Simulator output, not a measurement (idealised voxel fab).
Process module, titled voxel gate over fins
FYI the section here is cut, 205 nm wide, cells are 5 nm squares.
We lay out every cross-section as a grid of square cells and spell it out in bands from the top down, where one band means one or more rows of cells.
This entry defines a band. It first specifies the height of the band's top and the height of its bottom in nm, and then specifies the band's materials from left to right, stating each material with its width in nm. The word "everywhere" identifies a single material that fills the band from edge to edge, while the word "empty" identifies empty space.
Heights are measured from 0, the level below which the as-received wafer is all one material; the lowest band has no bottom and continues downward, written as in "top 0, no bottom".
It should be noted that a width expressed as "30..40" varies in equal increments from row to row of cells within the band, taking the value of the first number at the top row and that of the second number at the bottom row.
Given "no modification" for a step, no cell of the cross-section differs between before and after that step.
"Voids, sealed" enumerates empty spaces isolated from the top, with no open way to it, that contain at least 8 cells, giving each as width x height at distance from the left edge, all three in nm.
Whatever follows a step's settings on its line is a remark the simulator itself makes about that step.
You can add "overlay nm" to a step's line. For a step with a mask, it describes how far the mask lay to the right of its planned position, and a negative number describes a lay to the left.

## Intended process steps
1 RECEIVE, material Si
2 CONFORMAL_DEP, material SiN, thk nm 10
3 PATTERN, tone cover, mask id FINS, material resist, width nm 15, pitch nm 45, thk nm 20, overlay nm 0
4 DIRECTIONAL_ETCH, etch materials SiN, depth nm 10
5 DIRECTIONAL_ETCH, etch materials Si, depth nm 35
6 STRIP, etch materials resist
7 FILL_DEP, material SiO2, thk nm 10
8 CMP, height nm 10
9 SELECTIVE_ETCH, etch materials SiO2, depth nm 20
10 STRIP, etch materials SiN
11 CONFORMAL_DEP, material HfO2, thk nm 5
12 CONFORMAL_DEP, material TiN, thk nm 5
13 FILL_DEP, material W, thk nm 15
14 CMP, height nm 20
15 CONFORMAL_DEP, material SiCN, thk nm 10

## Received-state cross-section, reflecting completion of step 1
> top 0, no bottom | Si everywhere
> Voids, sealed: none

## Post-module cross-section: identical start and plan to those above, one misstep in execution
> top 30, bottom 20 | SiCN everywhere
> top 20, bottom 5 | W everywhere
> top 5, bottom 0 | 20 of W / 25 of TiN / 20 of W / 25 of TiN / 20 of W / 25 of TiN / 20 of W / 25 of TiN / 25 of W
> top 0, bottom -5 | 20 of W / 5 of TiN / 15 of Si / 5 of TiN / 20 of W / 5 of TiN / 15 of Si / 5 of TiN / 20 of W / 5 of TiN / 15 of Si / 5 of TiN / 20 of W / 5 of TiN / 15 of Si / 5 of TiN / 25 of W
> top -5, bottom -10 | 25 of TiN / 15 of Si / 30 of TiN / 15 of Si / 30 of TiN / 15 of Si / 30 of TiN / 15 of Si / 30 of TiN
> top -10, bottom -35 | 25 of SiO2 / 15 of Si / 30 of SiO2 / 15 of Si / 30 of SiO2 / 15 of Si / 30 of SiO2 / 15 of Si / 30 of SiO2
> top -35, no bottom | Si everywhere
> Voids, sealed: none
Error vs. plan: with respect to the plan, step 11 was omitted and not executed
